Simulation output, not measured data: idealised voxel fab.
The process module presented herein is designated voxel self aligned contacts.
This is section cut - it's 190 nm across, gridded in 5 nm square cells.
A cross-section in this document is a grid of square cells, and it is written down as bands, the top band listed before the ones below it; a band is made up of one or more rows of cells. Top, bottom (nm), then materials left to right with widths (nm); lone material tagged "full width" fills the whole band edge to edge; "air" = empty space. For the purposes of this specification, 0 denotes the height below which the wafer in its as-received condition is composed wholly of one material, and the lowermost band, lacking a lower limit, extends downward without end, as expressed in "0 nm and below". Width: "30->40" (first number = top row, second number = bottom row, same change from row to row of cells). Step marked "left unchanged"? Then no cell in the cross-section changed in it. "Closed void list" contains a list of empty spaces, each no smaller than 8 cells and without an open way to the top, written in the form width x height at distance with the distance from the left edge and all three in nm. On a step's line, text after the settings is the simulator commenting on that step. overlay nm, on a step with a mask: how far to the right of its planned place the mask lay; to the left if negative.
**Planned process steps**
step 1: RECEIVE: material Si
step 2: CONFORMAL_DEP: material SiO2, thk nm 5
step 3: DIRECTIONAL_DEP: material polySi, thk nm 20
step 4: DIRECTIONAL_DEP: material SiN, thk nm 20
step 5: DIRECTIONAL_DEP: material aC, thk nm 15
step 6: PATTERN: tone cover, mask id GATE, material resist, width nm 25, pitch nm 65, thk nm 35, overlay nm 0
step 7: DIRECTIONAL_ETCH: etch materials aC, depth nm 15
step 8: STRIP: etch materials resist
step 9: DIRECTIONAL_ETCH: etch materials SiN, depth nm 20
step 10: DIRECTIONAL_ETCH: etch materials polySi, depth nm 20
step 11: STRIP: etch materials aC
step 12: CONFORMAL_DEP: material SiN, thk nm 10
step 13: DIRECTIONAL_ETCH: etch materials SiN, depth nm 10
step 14: FILL_DEP: material SiO2, thk nm 20
step 15: CMP: height nm 55
step 16: PATTERN: tone open, mask id CONTACT, material resist, width nm 50, pitch nm 65, thk nm 20, overlay nm -15
step 17: DIRECTIONAL_ETCH: etch materials SiO2, depth nm 55
step 18: STRIP: etch materials resist
step 19: CONFORMAL_DEP: material TiN, thk nm 5
step 20: FILL_DEP: material Ru, thk nm 5
step 21: CMP: height nm 55
step 22: CONFORMAL_DEP: material SiCN, thk nm 5
It is noted that the wafers described herein are identical at the outset and are distinguished by the overlay nm of step 16; the value stated in the plan corresponds to the first wafer.
**First of several wafers, received after step 1, in cross-section**
  0 nm and below | Si full width
  Closed void list: none
**Cross-sectional representation of the first of several wafers at the end of the module, i.e. after its terminal step, step 22**
  60 nm to 55 nm | SiCN full width
  55 nm to 45 nm | SiO2=20, TiN=5->35, Ru=40->10, TiN=5, SiO2=15, TiN=5->35, Ru=40->10, TiN=5, SiO2=55
  45 nm to 25 nm | SiO2=5, SiN=45, TiN=5, Ru=10, TiN=5, SiN=45, TiN=5, Ru=10, TiN=5, SiN=45, SiO2=10
  25 nm to 5 nm | SiO2=5, SiN=10, polySi=25, SiN=10, TiN=5, Ru=10, TiN=5, SiN=10, polySi=25, SiN=10, TiN=5, Ru=10, TiN=5, SiN=10, polySi=25, SiN=10, SiO2=10
  5 nm to 0 nm | SiO2=50, TiN=20, SiO2=45, TiN=20, SiO2=55
  0 nm and below | Si full width
  Closed void list: none
**End of module, last wafer sectioned**
  60 nm to 55 nm | SiCN full width
  55 nm to 45 nm | SiO2=50, TiN=5, Ru=40->10, TiN=5->35, SiO2=15, TiN=5, Ru=40->10, TiN=5->35, SiO2=25
  45 nm to 25 nm | SiO2=5, SiN=45, TiN=5, Ru=10, TiN=5, SiN=45, TiN=5, Ru=10, TiN=5, SiN=45, SiO2=10
  25 nm to 5 nm | SiO2=5, SiN=10, polySi=25, SiN=10, TiN=5, Ru=10, TiN=5, SiN=10, polySi=25, SiN=10, TiN=5, Ru=10, TiN=5, SiN=10, polySi=25, SiN=10, SiO2=10
  5 nm to 0 nm | SiO2=50, TiN=20, SiO2=45, TiN=20, SiO2=55
  0 nm and below | Si full width
  Closed void list: none
**Quick key for the table: a row per wafer, taken at the end of the module. For each material it tells you how many cells the wafer gained (+) or lost (-) since it came in, and the closed voids come after**
overlay nm -15, +52 Ru, +38 SiCN, +156 SiN, +90 SiO2, +60 TiN, +60 polySi, Closed void list: none
overlay nm -10, +52 Ru, +38 SiCN, +156 SiN, +90 SiO2, +60 TiN, +60 polySi, Closed void list: none
overlay nm -5, +52 Ru, +38 SiCN, +156 SiN, +90 SiO2, +60 TiN, +60 polySi, Closed void list: none
overlay nm 0, +52 Ru, +38 SiCN, +156 SiN, +90 SiO2, +60 TiN, +60 polySi, Closed void list: none
overlay nm 5, +52 Ru, +38 SiCN, +156 SiN, +90 SiO2, +60 TiN, +60 polySi, Closed void list: none
overlay nm 10, +52 Ru, +38 SiCN, +156 SiN, +90 SiO2, +60 TiN, +60 polySi, Closed void list: none
overlay nm 15, +52 Ru, +38 SiCN, +156 SiN, +90 SiO2, +60 TiN, +60 polySi, Closed void list: none
